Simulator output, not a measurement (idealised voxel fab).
The following is a process module called voxel local oxidation.
Cross-section cut spans 240 nm and uses square cells 5 nm in size.
When this document writes out a cross-section, it uses a grid of square cells and lists it as bands, beginning at the top and moving down, with a band standing for one or more rows of cells. The band entry comprises the height of the band's top followed by the height of its bottom, expressed in nm, and subsequently the band's materials from left to right, each stated together with its width in nm. Where a single material is marked with the word "throughout", that material fills the band from edge to edge. The word "blank" represents empty space. The reference from which all heights are counted is 0, the level beneath which the as-received wafer is entirely one material; the lowest band, having no lower bound, proceeds downward and is written after the example "0 nm and below". Note: "30->40" means the width goes from the first number (top row of the band) to the second number (bottom row) in equal steps per row of cells. "no alterations made" -> step changed no cross-section cell. This entry, "Closed void inventory", enumerates those empty regions of no fewer than 8 cells that possess no open connection to the top. Each region is reported in the form width x height at distance, the distance being taken from the left edge, with all three quantities expressed in nm. On each step's line, the part that comes after the settings is the simulator's own comment on the step. The setting "overlay nm" may be written on the line of a step. When the step uses a mask, the value reports how far to the right of the planned place the mask lay, and a negative value reports that it lay to the left.

The steps planned for the process are as follows:
step 1: RECEIVE: material Si
step 2: CONFORMAL_DEP: material SiO2, thk nm 5
step 3: CONFORMAL_DEP: material SiN, thk nm 10
step 4: DIRECTIONAL_DEP: material aC, thk nm 15
step 5: PATTERN: tone cover, mask id ACTIVE, material resist, width nm 80, thk nm 35, overlay nm 0
step 6: DIRECTIONAL_ETCH: etch materials aC, depth nm 15
step 7: STRIP: etch materials resist
step 8: DIRECTIONAL_ETCH: etch materials SiN, depth nm 10
step 9: STRIP: etch materials aC
step 10: SELECTIVE_ETCH: etch materials SiO2, depth nm 5
step 11: OXIDIZE: depth nm 15
step 12: STRIP: etch materials SiN
Variable across wafers: step 5 width nm (plan value is that of the first wafer; starting state common to all).

Sectional view: first of several wafers, as received, after step 1:
  0 nm and below = Si throughout
  Closed void inventory: none

Cross-section of the first of several wafers once the module has run through its last step, step 12:
  5 nm to 0 nm = blank (85) / SiO2 (70) / blank (85)
  0 nm to -15 nm = SiO2 (100) / Si (40) / SiO2 (100)
  -15 nm and below = Si throughout
  Closed void inventory: none

Last wafer x-sec, end of module:
  5 nm to 0 nm = blank (75) / SiO2 (95) / blank (70)
  0 nm to -15 nm = SiO2 (90) / Si (65) / SiO2 (85)
  -15 nm and below = Si throughout
  Closed void inventory: none

Where each wafer stands at the end of the module, a row apiece: cells of each material gained (+) or lost (-) since it was received, then closed voids:
width nm 80 | -120 Si | +134 SiO2 | Closed void inventory: none
width nm 85 | -117 Si | +132 SiO2 | Closed void inventory: none
width nm 90 | -114 Si | +130 SiO2 | Closed void inventory: none
width nm 95 | -111 Si | +128 SiO2 | Closed void inventory: none
width nm 100 | -108 Si | +126 SiO2 | Closed void inventory: none
width nm 105 | -105 Si | +124 SiO2 | Closed void inventory: none
